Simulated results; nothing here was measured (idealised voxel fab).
process module | voxel transistor to metal
cross-section cut | 275 nm wide | cells 5 nm
A cross-section is a grid of square cells, given in bands from the top down. A band is one or more rows of cells.
Each band's line starts with the height of the band's top and of its bottom, in nm. Then come its materials from left to right, each with its width in nm. One material with "throughout" fills the band from edge to edge. "air" is empty space.
Height 0 is the level under which the wafer as received is all one material. The lowest band goes on downwards, as in "0 down".
A width such as "30 to 40" changes by the same amount from each row of cells to the next, from the band's top row to its bottom row.
"no change" after a step means that no cell of the cross-section changed.
closed voids: empty space of 8 cells or more with no open way to the top, each as width x height at its distance from the left edge, in nm
after a step's settings: what the simulator itself notes on the step
overlay nm, on a step with a mask: how far to the right of its planned place the mask lay; to the left if negative
plan
1 op RECEIVE | material Si
2 op CONFORMAL_DEP | material SiO2 | thk nm 5
3 op CONFORMAL_DEP | material SiN | thk nm 10
4 op PATTERN | tone cover | mask id ACTIVE | material resist | width nm 105 | pitch nm 125 | thk nm 20 | overlay nm 0
5 op DIRECTIONAL_ETCH | etch materials SiN | depth nm 10
6 op DIRECTIONAL_ETCH | etch materials SiO2 | depth nm 5
7 op DIRECTIONAL_ETCH | etch materials Si | depth nm 30
8 op STRIP | etch materials resist
9 op FILL_DEP | material SiO2 | thk nm 15
10 op CMP | height nm 15
11 op SELECTIVE_ETCH | etch materials SiO2 | depth nm 5
12 op STRIP | etch materials SiN
13 op SELECTIVE_ETCH | etch materials SiO2 | depth nm 5
14 op OXIDIZE | depth nm 5
15 op DIRECTIONAL_DEP | material polySi | thk nm 20
16 op DIRECTIONAL_DEP | material SiCN | thk nm 10
17 op PATTERN | tone cover | mask id GATE | material resist | width nm 25 | pitch nm 125 | thk nm 20 | overlay nm 0
18 op DIRECTIONAL_ETCH | etch materials SiCN | depth nm 20
19 op DIRECTIONAL_ETCH | etch materials polySi | depth nm 30
20 op STRIP | etch materials resist
21 op CONFORMAL_DEP | material SiN | thk nm 10
22 op DIRECTIONAL_ETCH | etch materials SiN | depth nm 10
23 op DIRECTIONAL_ETCH | etch materials SiO2 | depth nm 5
24 op DIRECTIONAL_ETCH | etch materials Si | depth nm 10
25 op EPI | material SiGe | thk nm 15
26 op FILL_DEP | material SiO2 | thk nm 5
27 op CMP | height nm 30
28 op DIRECTIONAL_DEP | material SiO2 | thk nm 15
29 op DIRECTIONAL_DEP | material aC | thk nm 10
30 op PATTERN | tone open | mask id CONTACT | material resist | width nm 30 | thk nm 25 | overlay nm 0
31 op DIRECTIONAL_ETCH | etch materials aC | depth nm 10
32 op STRIP | etch materials resist
33 op DIRECTIONAL_ETCH | etch materials SiO2 | depth nm 35
34 op STRIP | etch materials aC
35 op CONFORMAL_DEP | material TiN | thk nm 5
36 op FILL_DEP | material W | thk nm 5
37 op CMP | height nm 45
38 op CONFORMAL_DEP | material SiCN | thk nm 5
39 op DIRECTIONAL_DEP | material lowk | thk nm 15
40 op MASKED_ETCH | tone open | mask id METAL_1 | width nm 20 | etch materials lowk | depth nm 15 | overlay nm 0
41 op MASKED_ETCH | tone open | mask id METAL_1 | width nm 20 | etch materials SiCN | depth nm 5 | overlay nm 0
42 op CONFORMAL_DEP | material TiN | thk nm 5
43 op FILL_DEP | material Ru | thk nm 5
44 op CMP | height nm 65
45 op CONFORMAL_DEP | material SiN | thk nm 5
as received, after step 1
  0 down: Si throughout
  closed voids: none
a wafer at the end: this start, this plan, one mistake
  70 to 65: SiN throughout
  65 to 50: lowk 25 | TiN 5 | Ru 10 | TiN 5 | lowk 55 | TiN 5 | Ru 10 | TiN 5 | lowk 30 | TiN 5 | Ru 10 | TiN 5 | lowk 55 | TiN 5 | Ru 10 | TiN 5 | lowk 30
  50 to 45: SiCN 25 | TiN 20 | SiCN 55 | TiN 20 | SiCN 30 | TiN 20 | SiCN 55 | TiN 20 | SiCN 30
  45 to 35: SiO2 25 | TiN 5 | W 20 | TiN 5 | SiO2 35 | TiN 5 | W 20 | TiN 5 | SiO2 30 | TiN 5 | W 20 | TiN 5 | SiO2 35 | TiN 5 | W 20 | TiN 5 | SiO2 30
  35 to 30: SiO2 25 | TiN 5 | W 15 | TiN 10 | SiO2 35 | TiN 10 | W 15 | TiN 5 | SiO2 30 | TiN 5 | W 15 | TiN 10 | SiO2 35 | TiN 10 | W 15 | TiN 5 | SiO2 30
  30 to 25: SiO2 25 | TiN 5 | W 15 | TiN 5 | SiN 10 | SiCN 25 | SiN 10 | TiN 5 | W 15 | TiN 5 | SiO2 30 | TiN 5 | W 15 | TiN 5 | SiN 10 | SiCN 25 | SiN 10 | TiN 5 | W 15 | TiN 5 | SiO2 30
  25 to 15: SiO2 25 | TiN 5 | W 15 | TiN 5 | SiN 10 | polySi 25 | SiN 10 | TiN 5 | W 15 | TiN 5 | SiO2 30 | TiN 5 | W 15 | TiN 5 | SiN 10 | polySi 25 | SiN 10 | TiN 5 | W 15 | TiN 5 | SiO2 30
  15 to 10: SiO2 25 | TiN 25 | SiN 10 | polySi 25 | SiN 10 | TiN 25 | SiO2 30 | TiN 25 | SiN 10 | polySi 25 | SiN 10 | TiN 25 | SiO2 30
  10 to 5: SiGe 20 | SiO2 30 | SiN 10 | polySi 25 | SiN 10 | SiO2 30 | SiGe 20 | SiO2 30 | SiN 10 | polySi 25 | SiN 10 | SiO2 30 | SiGe 20 | SiO2 5
  5 to 0: SiGe 15 | SiN 10 | SiO2 95 | SiN 10 | SiGe 10 | SiN 10 | SiO2 95 | SiN 10 | SiGe 15 | SiO2 5
  0 to -5: SiGe 15 | SiO2 115 | SiGe 10 | SiO2 115 | SiGe 20
  -5 to -15: SiGe 15 | Si 5 | SiO2 105 | Si 5 | SiGe 10 | Si 5 | SiO2 105 | Si 5 | SiGe 20
  -15 to -30: Si 20 | SiO2 105 | Si 20 | SiO2 105 | Si 25
  -30 down: Si throughout
  closed voids: none
what went wrong: step 4 ran as: op PATTERN | tone open | mask id ACTIVE | material resist | width nm 105 | pitch nm 125 | thk nm 20 | overlay nm 0
